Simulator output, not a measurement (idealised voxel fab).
Proc. module: voxel self aligned contacts
Section shown: cut. Width: 220 nm. Cell size: 5 nm, square.
Cross-section = grid of square cells, listed top down in bands; band = one or more rows.
Within each band entry, the heights of the top and of the bottom of the band appear first, in that order and in nm; the materials of the band then follow from left to right, each with its corresponding width in nm. The designation "full width" on a single material indicates that it fills the band from edge to edge; the designation "air" indicates empty space.
It should be noted that heights are counted from 0, beneath which the wafer as supplied is of one material throughout, and that the lowest band possesses no lower boundary but continues downward, as written in "0 -> down".
Top row gets the first number, bottom row gets the second, and each row in between changes by the same step: that is how a band width like "30 to 40" works.
Basically "no change occurred" means that step didn't change any cell in the cross-section.
Empty spaces counting at least 8 cells and having no open way to the top are listed in "Closed internal cavities". The notation width x height at distance is used for each, the distance being from the left edge and all three values in nm.
What comes after the settings on a step's line is commentary from the simulator itself on that step.
"overlay nm" on a masked step: distance the mask lay right of its planned place, negative for left.

The steps planned for the process are as follows:
1. RECEIVE with material Si
2. CONFORMAL_DEP with material SiO2, thk nm 5
3. DIRECTIONAL_DEP with material polySi, thk nm 30
4. DIRECTIONAL_DEP with material SiN, thk nm 15
5. PATTERN with tone cover, mask id GATE, material resist, width nm 25, pitch nm 55, thk nm 20, overlay nm 0
6. DIRECTIONAL_ETCH with etch materials SiN, depth nm 15
7. DIRECTIONAL_ETCH with etch materials polySi, depth nm 30
8. STRIP with etch materials resist
9. CONFORMAL_DEP with material SiN, thk nm 5
10. DIRECTIONAL_ETCH with etch materials SiN, depth nm 5
11. FILL_DEP with material SiO2, thk nm 10
12. CMP with height nm 55
13. PATTERN with tone open, mask id CONTACT, material resist, width nm 40, pitch nm 55, thk nm 20, overlay nm 0
14. DIRECTIONAL_ETCH with etch materials SiO2, depth nm 55
15. STRIP with etch materials resist
16. CONFORMAL_DEP with material TiN, thk nm 5
17. FILL_DEP with material W, thk nm 5
18. CMP with height nm 55
19. CONFORMAL_DEP with material SiCN, thk nm 5

First of two wafers - as planned:

Cross-section: wafer on arrival = after step 1:
* 0 -> down | Si full width
* Closed internal cavities: none

Cross-sectional representation of the wafer at the conclusion of step 2:
* 5 -> 0 | SiO2 full width
* Below a height of 0, the structure has not been altered.

Cross-sectional representation of the wafer at the conclusion of step 3:
* 35 -> 5 | polySi full width
* Below a height of 5, the structure has not been altered.

Cross-sectional representation of the wafer at the conclusion of step 4:
* 50 -> 35 | SiN full width
* Below a height of 35, the structure has not been altered.

Cross-sectional representation of the wafer at the conclusion of step 5:
* 70 -> 50 | air=40, resist=25, air=30, resist=25, air=30, resist=25, air=45
* Below a height of 50, the structure has not been altered.

Cross-sectional representation of the wafer at the conclusion of step 6:
* 70 -> 50 | air=40, resist=25, air=30, resist=25, air=30, resist=25, air=45
* 50 -> 35 | air=40, SiN=25, air=30, SiN=25, air=30, SiN=25, air=45
* Below a height of 35, the structure has not been altered.

Cross-sectional representation of the wafer at the conclusion of step 7:
* 70 -> 50 | air=40, resist=25, air=30, resist=25, air=30, resist=25, air=45
* 50 -> 35 | air=40, SiN=25, air=30, SiN=25, air=30, SiN=25, air=45
* 35 -> 5 | air=40, polySi=25, air=30, polySi=25, air=30, polySi=25, air=45
* Below a height of 5, the structure has not been altered.

Cross-sectional representation of the wafer at the conclusion of step 8:
* 50 -> 35 | air=40, SiN=25, air=30, SiN=25, air=30, SiN=25, air=45
* Below a height of 35, the structure has not been altered.

Cross-sectional representation of the wafer at the conclusion of step 9:
* 55 -> 35 | air=35, SiN=35, air=20, SiN=35, air=20, SiN=35, air=40
* 35 -> 10 | air=35, SiN=5, polySi=25, SiN=5, air=20, SiN=5, polySi=25, SiN=5, air=20, SiN=5, polySi=25, SiN=5, air=40
* 10 -> 5 | SiN=40, polySi=25, SiN=30, polySi=25, SiN=30, polySi=25, SiN=45
* Below a height of 5, the structure has not been altered.

Cross-sectional representation of the wafer at the conclusion of step 10:
* 50 -> 35 | air=35, SiN=35, air=20, SiN=35, air=20, SiN=35, air=40
* 35 -> 5 | air=35, SiN=5, polySi=25, SiN=5, air=20, SiN=5, polySi=25, SiN=5, air=20, SiN=5, polySi=25, SiN=5, air=40
* Below a height of 5, the structure has not been altered.

Cross-sectional representation of the wafer at the conclusion of step 11:
* 60 -> 50 | SiO2 full width
* 50 -> 35 | SiO2=35, SiN=35, SiO2=20, SiN=35, SiO2=20, SiN=35, SiO2=40
* 35 -> 5 | SiO2=35, SiN=5, polySi=25, SiN=5, SiO2=20, SiN=5, polySi=25, SiN=5, SiO2=20, SiN=5, polySi=25, SiN=5, SiO2=40
* Below a height of 5, the structure has not been altered.

Cross-sectional representation of the wafer at the conclusion of step 12:
* 55 -> 50 | SiO2 full width
* Below a height of 50, the structure has not been altered.

Cross-sectional representation of the wafer at the conclusion of step 13:
* 75 -> 55 | resist=60, air=40, resist=15, air=40, resist=65
* Below a height of 55, the structure has not been altered.

Cross-sectional representation of the wafer at the conclusion of step 14:
* 75 -> 55 | resist=60, air=40, resist=15, air=40, resist=65
* 55 -> 50 | SiO2=60, air=40, SiO2=15, air=40, SiO2=65
* 50 -> 35 | SiO2=35, SiN=35, air=20, SiN=35, air=20, SiN=35, SiO2=40
* 35 -> 5 | SiO2=35, SiN=5, polySi=25, SiN=5, air=20, SiN=5, polySi=25, SiN=5, air=20, SiN=5, polySi=25, SiN=5, SiO2=40
* 5 -> 0 | SiO2=70, air=20, SiO2=35, air=20, SiO2=75
* Below a height of 0, the structure has not been altered.

Cross-sectional representation of the wafer at the conclusion of step 15:
* 55 -> 50 | SiO2=60, air=40, SiO2=15, air=40, SiO2=65
* Below a height of 50, the structure has not been altered.

Cross-sectional representation of the wafer at the conclusion of step 16:
* 60 -> 55 | TiN=65, air=30, TiN=25, air=30, TiN=70
* 55 -> 50 | SiO2=60, TiN=15, air=10, TiN=15, SiO2=15, TiN=15, air=10, TiN=15, SiO2=65
* 50 -> 35 | SiO2=35, SiN=35, TiN=5, air=10, TiN=5, SiN=35, TiN=5, air=10, TiN=5, SiN=35, SiO2=40
* 35 -> 5 | SiO2=35, SiN=5, polySi=25, SiN=5, TiN=5, air=10, TiN=5, SiN=5, polySi=25, SiN=5, TiN=5, air=10, TiN=5, SiN=5, polySi=25, SiN=5, SiO2=40
* 5 -> 0 | SiO2=70, TiN=20, SiO2=35, TiN=20, SiO2=75
* Below a height of 0, the structure has not been altered.

Cross-sectional representation of the wafer at the conclusion of step 17:
* 65 -> 60 | W full width
* 60 -> 55 | TiN=65, W=30, TiN=25, W=30, TiN=70
* 55 -> 50 | SiO2=60, TiN=15, W=10, TiN=15, SiO2=15, TiN=15, W=10, TiN=15, SiO2=65
* 50 -> 35 | SiO2=35, SiN=35, TiN=5, W=10, TiN=5, SiN=35, TiN=5, W=10, TiN=5, SiN=35, SiO2=40
* 35 -> 5 | SiO2=35, SiN=5, polySi=25, SiN=5, TiN=5, W=10, TiN=5, SiN=5, polySi=25, SiN=5, TiN=5, W=10, TiN=5, SiN=5, polySi=25, SiN=5, SiO2=40
* Below a height of 5, the structure has not been altered.

Cross-sectional representation of the wafer at the conclusion of step 18:
* 55 -> 50 | SiO2=60, TiN=15, W=10, TiN=15, SiO2=15, TiN=15, W=10, TiN=15, SiO2=65
* Below a height of 50, the structure has not been altered.

Cross-sectional representation of the wafer at the conclusion of step 19:
* 60 -> 55 | SiCN full width
* Below a height of 55, the structure has not been altered.

Now the other wafer: same start, same recipe, but we messed up one thing when running it. Up to and including step 2 it's the same as the first one:

Cross-section, second wafer, at the end time the plan gives for step 3:
* 65 -> 5 | polySi full width
* Below a height of 5, the structure has not been altered.

Cross-section, second wafer, at the end time the plan gives for step 4:
* 80 -> 65 | SiN full width
* Below a height of 65, the structure has not been altered.

Cross-section, second wafer, at the end time the plan gives for step 5:
* 100 -> 80 | air=40, resist=25, air=30, resist=25, air=30, resist=25, air=45
* Below a height of 80, the structure has not been altered.

Cross-section, second wafer, at the end time the plan gives for step 6:
* 100 -> 80 | air=40, resist=25, air=30, resist=25, air=30, resist=25, air=45
* 80 -> 65 | air=40, SiN=25, air=30, SiN=25, air=30, SiN=25, air=45
* Below a height of 65, the structure has not been altered.

Cross-section, second wafer, at the end time the plan gives for step 7:
* 100 -> 80 | air=40, resist=25, air=30, resist=25, air=30, resist=25, air=45
* 80 -> 65 | air=40, SiN=25, air=30, SiN=25, air=30, SiN=25, air=45
* 65 -> 35 | air=40, polySi=25, air=30, polySi=25, air=30, polySi=25, air=45
* Below a height of 35, the structure has not been altered.

Cross-section, second wafer, at the end time the plan gives for step 8:
* 80 -> 65 | air=40, SiN=25, air=30, SiN=25, air=30, SiN=25, air=45
* Below a height of 65, the structure has not been altered.

Cross-section, second wafer, at the end time the plan gives for step 9:
* 85 -> 65 | air=35, SiN=35, air=20, SiN=35, air=20, SiN=35, air=40
* 65 -> 40 | air=35, SiN=5, polySi=25, SiN=5, air=20, SiN=5, polySi=25, SiN=5, air=20, SiN=5, polySi=25, SiN=5, air=40
* 40 -> 35 | SiN=40, polySi=25, SiN=30, polySi=25, SiN=30, polySi=25, SiN=45
* Below a height of 35, the structure has not been altered.

Cross-section, second wafer, at the end time the plan gives for step 10:
* 80 -> 65 | air=35, SiN=35, air=20, SiN=35, air=20, SiN=35, air=40
* 65 -> 35 | air=35, SiN=5, polySi=25, SiN=5, air=20, SiN=5, polySi=25, SiN=5, air=20, SiN=5, polySi=25, SiN=5, air=40
* Below a height of 35, the structure has not been altered.

Cross-section, second wafer, at the end time the plan gives for step 11:
* 90 -> 80 | SiO2 full width
* 80 -> 65 | SiO2=35, SiN=35, SiO2=20, SiN=35, SiO2=20, SiN=35, SiO2=40
* 65 -> 35 | SiO2=35, SiN=5, polySi=25, SiN=5, SiO2=20, SiN=5, polySi=25, SiN=5, SiO2=20, SiN=5, polySi=25, SiN=5, SiO2=40
* Below a height of 35, the structure has not been altered.

Cross-section, second wafer, at the end time the plan gives for step 12:
* 55 -> 35 | SiO2=35, SiN=5, polySi=25, SiN=5, SiO2=20, SiN=5, polySi=25, SiN=5, SiO2=20, SiN=5, polySi=25, SiN=5, SiO2=40
* Below a height of 35, the structure has not been altered.

Cross-section, second wafer, at the end time the plan gives for step 13:
* 75 -> 55 | resist=60, air=40, resist=15, air=40, resist=65
* Below a height of 55, the structure has not been altered.

Cross-section, second wafer, at the end time the plan gives for step 14:
* 75 -> 55 | resist=60, air=40, resist=15, air=40, resist=65
* 55 -> 35 | SiO2=35, SiN=5, polySi=25, SiN=5, air=20, SiN=5, polySi=25, SiN=5, air=20, SiN=5, polySi=25, SiN=5, SiO2=40
* Below a height of 35, the structure has not been altered.

Cross-section, second wafer, at the end time the plan gives for step 15:
* 55 -> 35 | SiO2=35, SiN=5, polySi=25, SiN=5, air=20, SiN=5, polySi=25, SiN=5, air=20, SiN=5, polySi=25, SiN=5, SiO2=40
* Below a height of 35, the structure has not been altered.

Cross-section, second wafer, at the end time the plan gives for step 16:
* 60 -> 55 | TiN=75, air=10, TiN=45, air=10, TiN=80
* 55 -> 40 | SiO2=35, SiN=5, polySi=25, SiN=5, TiN=5, air=10, TiN=5, SiN=5, polySi=25, SiN=5, TiN=5, air=10, TiN=5, SiN=5, polySi=25, SiN=5, SiO2=40
* 40 -> 35 | SiO2=35, SiN=5, polySi=25, SiN=5, TiN=20, SiN=5, polySi=25, SiN=5, TiN=20, SiN=5, polySi=25, SiN=5, SiO2=40
* Below a height of 35, the structure has not been altered.

Cross-section, second wafer, at the end time the plan gives for step 17:
* 65 -> 60 | W full width
* 60 -> 55 | TiN=75, W=10, TiN=45, W=10, TiN=80
* 55 -> 40 | SiO2=35, SiN=5, polySi=25, SiN=5, TiN=5, W=10, TiN=5, SiN=5, polySi=25, SiN=5, TiN=5, W=10, TiN=5, SiN=5, polySi=25, SiN=5, SiO2=40
* Below a height of 40, the structure has not been altered.

Cross-section, second wafer, at the end time the plan gives for step 18:
* 55 -> 40 | SiO2=35, SiN=5, polySi=25, SiN=5, TiN=5, W=10, TiN=5, SiN=5, polySi=25, SiN=5, TiN=5, W=10, TiN=5, SiN=5, polySi=25, SiN=5, SiO2=40
* Below a height of 40, the structure has not been altered.

Cross-section, second wafer, at the end time the plan gives for step 19:
* 60 -> 55 | SiCN full width
* Below a height of 55, the structure has not been altered.
Where did the run depart from the plan? plan step 3 was twice executed
Materials where the second wafer ends with more or fewer cells than the first: -75 SiN | -95 SiO2 | -36 TiN | -28 W | +234 polySi
